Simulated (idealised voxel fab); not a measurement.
The following process module bears the name voxel local oxidation.
It is cross-section cut that appears here, measuring 265 nm in width, its square cells being 5 nm in size.
For the purposes of this document, a cross-section shall be understood as a grid of square cells, specified as bands listed in top-to-bottom order, each band consisting of one or more rows of cells. Read a band's entry like this: the first values are the height of its top and the height of its bottom in nm, and what follows is the sequence of materials from left to right, each with its width in nm. Note that "empty" is empty space, and that a single material marked "everywhere" reaches across the band from edge to edge. Convention: height 0 is the level below which the wafer, as received, is all one material. The lowest band does not terminate at the bottom but continues downward, represented as "0 and below". Per-row width for "30 to 40": begins at first number (top row of band), ends at second number (bottom row), increment between rows held constant. Where the words "left unchanged" appear for a step, the cross-section shows no cell changed by that step; every cell remained as before. If an empty space has no open way to the top and is at least 8 cells in size, "Closed cavities" lists it, written width x height at distance, where distance is measured from the left edge and every value is in nm. Step line, after settings: the simulator's comment on this step. When a step includes a mask, the "overlay nm" setting on its line states how far to the right of its planned place that mask lay, and negative values state how far to the left.

## Process steps (planned)
1) RECEIVE: material Si
2) CONFORMAL_DEP: material SiO2, thk nm 5
3) CONFORMAL_DEP: material SiN, thk nm 15
4) DIRECTIONAL_DEP: material aC, thk nm 15
5) PATTERN: tone cover, mask id ACTIVE, material resist, width nm 115, thk nm 35, overlay nm 0
6) DIRECTIONAL_ETCH: etch materials aC, depth nm 15
7) STRIP: etch materials resist
8) DIRECTIONAL_ETCH: etch materials SiN, depth nm 15
9) STRIP: etch materials aC
10) SELECTIVE_ETCH: etch materials SiO2, depth nm 5
11) OXIDIZE: depth nm 10
12) STRIP: etch materials SiN

## Concerning the first of two wafers, which was run in accordance with the plan

## Cross-section of the wafer at receipt, which is the condition after step 1
	0 and below: Si everywhere
	Closed cavities: none

## after step 2
	5 down to 0: SiO2 everywhere
	Lower than 0, everything is as it was.

## after step 3
	20 down to 5: SiN everywhere
	Lower than 5, everything is as it was.

## after step 4
	35 down to 20: aC everywhere
	Lower than 20, everything is as it was.

## after step 5
	70 down to 35: empty 75 | resist 115 | empty 75
	Lower than 35, everything is as it was.

## after step 6
	55 down to 35: empty 75 | resist 115 | empty 75
	35 down to 20: empty 75 | aC 115 | empty 75
	Lower than 20, everything is as it was.

## after step 7
	35 down to 20: empty 75 | aC 115 | empty 75
	Lower than 20, everything is as it was.

## after step 8
	35 down to 20: empty 75 | aC 115 | empty 75
	20 down to 5: empty 75 | SiN 115 | empty 75
	Lower than 5, everything is as it was.

## after step 9
	20 down to 5: empty 75 | SiN 115 | empty 75
	Lower than 5, everything is as it was.

## after step 10
	20 down to 5: empty 75 | SiN 115 | empty 75
	5 down to 0: empty 80 | SiO2 105 | empty 80
	Lower than 0, everything is as it was.

## after step 11
	20 down to 5: empty 75 | SiN 115 | empty 75
	5 down to 0: empty 80 | SiO2 105 | empty 80
	0 down to -10: SiO2 90 | Si 85 | SiO2 90
	Lower than -10, everything is as it was.

## after step 12
	5 down to 0: empty 80 | SiO2 105 | empty 80
	Lower than 0, everything is as it was.

## For the second wafer, take the first wafer's start and plan, then add one mistake made in running it; everything through step 4, that step included, is shared with the first

## Second wafer, cross-section, planned end of step 5
	70 down to 35: empty 85 | resist 115 | empty 65
	Lower than 35, everything is as it was.

## Second wafer, cross-section, planned end of step 6
	55 down to 35: empty 85 | resist 115 | empty 65
	35 down to 20: empty 85 | aC 115 | empty 65
	Lower than 20, everything is as it was.

## Second wafer, cross-section, planned end of step 7
	35 down to 20: empty 85 | aC 115 | empty 65
	Lower than 20, everything is as it was.

## Second wafer, cross-section, planned end of step 8
	35 down to 20: empty 85 | aC 115 | empty 65
	20 down to 5: empty 85 | SiN 115 | empty 65
	Lower than 5, everything is as it was.

## Second wafer, cross-section, planned end of step 9
	20 down to 5: empty 85 | SiN 115 | empty 65
	Lower than 5, everything is as it was.

## Second wafer, cross-section, planned end of step 10
	20 down to 5: empty 85 | SiN 115 | empty 65
	5 down to 0: empty 90 | SiO2 105 | empty 70
	Lower than 0, everything is as it was.

## Second wafer, cross-section, planned end of step 11
	20 down to 5: empty 85 | SiN 115 | empty 65
	5 down to 0: empty 90 | SiO2 105 | empty 70
	0 down to -10: SiO2 100 | Si 85 | SiO2 80
	Lower than -10, everything is as it was.

## Second wafer, cross-section, planned end of step 12
	5 down to 0: empty 90 | SiO2 105 | empty 70
	Lower than 0, everything is as it was.
What was done differently from what was planned? so step 5 ended up running with a different setting than we planned, it ran as PATTERN: tone cover, mask id ACTIVE, material resist, width nm 115, thk nm 35, overlay nm 10
The two final wafers agree on how many cells each material fills and disagree on which cells those are.
